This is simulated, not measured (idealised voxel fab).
Presented below is a process module, voxel gate over fins.
Pictured: cross-section cut, 245 nm wide, on a grid of 5 nm square cells.
Square cells in a grid make up a cross-section in this document, and the grid is given as bands, listed from the top down, each one or more rows of cells.
Basically the band line says how high the top is and how high the bottom is, in nm, and then what's in it from left to right, every material with its width in nm. Empty space shows up as "air", and if a single material carries "everywhere" it runs the full band edge to edge.
Heads up on the height convention: 0 is the point under which the incoming wafer is all one material, and the lowest band has no bottom, it just keeps going down, like "0 and below".
Top row gets the first number, bottom row gets the second, and each row in between changes by the same step: that is how a band width like "30->40" works.
It should be understood that the words "no alteration", when stated for a given step, signify that the cross-section underwent no change in any of its cells during that step.
In "Non-vented voids" the enclosed voids are listed, meaning empty spaces of 8 cells or larger without any opening to the top. The form is width x height at distance, distance from the left edge, units nm.
Heads up: the bit after the settings on a step's line is the simulator's remark on that step.
If you see "overlay nm" on a step's line and that step has a mask, it's telling you how far right of where it was planned the mask ended up; a negative number means it went left instead.
-- Steps in the process plan
- 1: op RECEIVE | material Si
- 2: op CONFORMAL_DEP | material SiN | thk nm 10
- 3: op DIRECTIONAL_DEP | material aC | thk nm 10
- 4: op PATTERN | tone cover | mask id FINS | material resist | width nm 15 | pitch nm 45 | thk nm 30 | overlay nm 0
- 5: op DIRECTIONAL_ETCH | etch materials aC | depth nm 10
- 6: op STRIP | etch materials resist
- 7: op DIRECTIONAL_ETCH | etch materials SiN | depth nm 10
- 8: op DIRECTIONAL_ETCH | etch materials Si | depth nm 30
- 9: op STRIP | etch materials aC
- 10: op FILL_DEP | material SiO2 | thk nm 10
- 11: op CMP | height nm 10
- 12: op SELECTIVE_ETCH | etch materials SiO2 | depth nm 20
- 13: op STRIP | etch materials SiN
- 14: op CONFORMAL_DEP | material HfO2 | thk nm 5
- 15: op CONFORMAL_DEP | material TiN | thk nm 5
- 16: op FILL_DEP | material W | thk nm 10
- 17: op CMP | height nm 15
- 18: op CONFORMAL_DEP | material SiCN | thk nm 5
-- Delivered wafer in cross-section: state after step 1
0 and below: Si everywhere
Non-vented voids: none
-- End-of-module cross-section of the first of two wafers, processed as planned
20 down to 15: SiCN everywhere
15 down to 10: W everywhere
10 down to 5: 80 nm W, then 35 nm TiN, then 10 nm W, then 35 nm TiN, then 85 nm W
5 down to 0: 80 nm W, then 5 nm TiN, then 25 nm HfO2, then 5 nm TiN, then 10 nm W, then 5 nm TiN, then 25 nm HfO2, then 5 nm TiN, then 85 nm W
0 down to -5: 85 nm TiN, then 5 nm HfO2, then 15 nm Si, then 5 nm HfO2, then 20 nm TiN, then 5 nm HfO2, then 15 nm Si, then 5 nm HfO2, then 90 nm TiN
-5 down to -10: 90 nm HfO2, then 15 nm Si, then 30 nm HfO2, then 15 nm Si, then 95 nm HfO2
-10 down to -30: 90 nm SiO2, then 15 nm Si, then 30 nm SiO2, then 15 nm Si, then 95 nm SiO2
-30 and below: Si everywhere
Non-vented voids: none
-- Wafer two, end of module, cross-section. Same start, same plan as wafer one. One mistake in the run
20 down to 15: SiCN everywhere
15 down to 10: W everywhere
10 down to 5: 80 nm W, then 35 nm TiN, then 10 nm W, then 35 nm TiN, then 85 nm W
5 down to 0: 80 nm W, then 5 nm TiN, then 25 nm HfO2, then 5 nm TiN, then 10 nm W, then 5 nm TiN, then 25 nm HfO2, then 5 nm TiN, then 85 nm W
0 down to -5: 85 nm TiN, then 5 nm HfO2, then 15 nm Si, then 5 nm HfO2, then 20 nm TiN, then 5 nm HfO2, then 15 nm Si, then 5 nm HfO2, then 90 nm TiN
-5 down to -10: 90 nm HfO2, then 15 nm Si, then 30 nm HfO2, then 15 nm Si, then 95 nm HfO2
-10 down to -60: 90 nm SiO2, then 15 nm Si, then 30 nm SiO2, then 15 nm Si, then 95 nm SiO2
-60 and below: Si everywhere
Non-vented voids: none
Plan not followed: step 8 of the plan was carried out twice
Once processing is complete, comparing cell counts shows that the second wafer has more or fewer of certain materials than the first: Si: 258 fewer, SiO2: 258 more
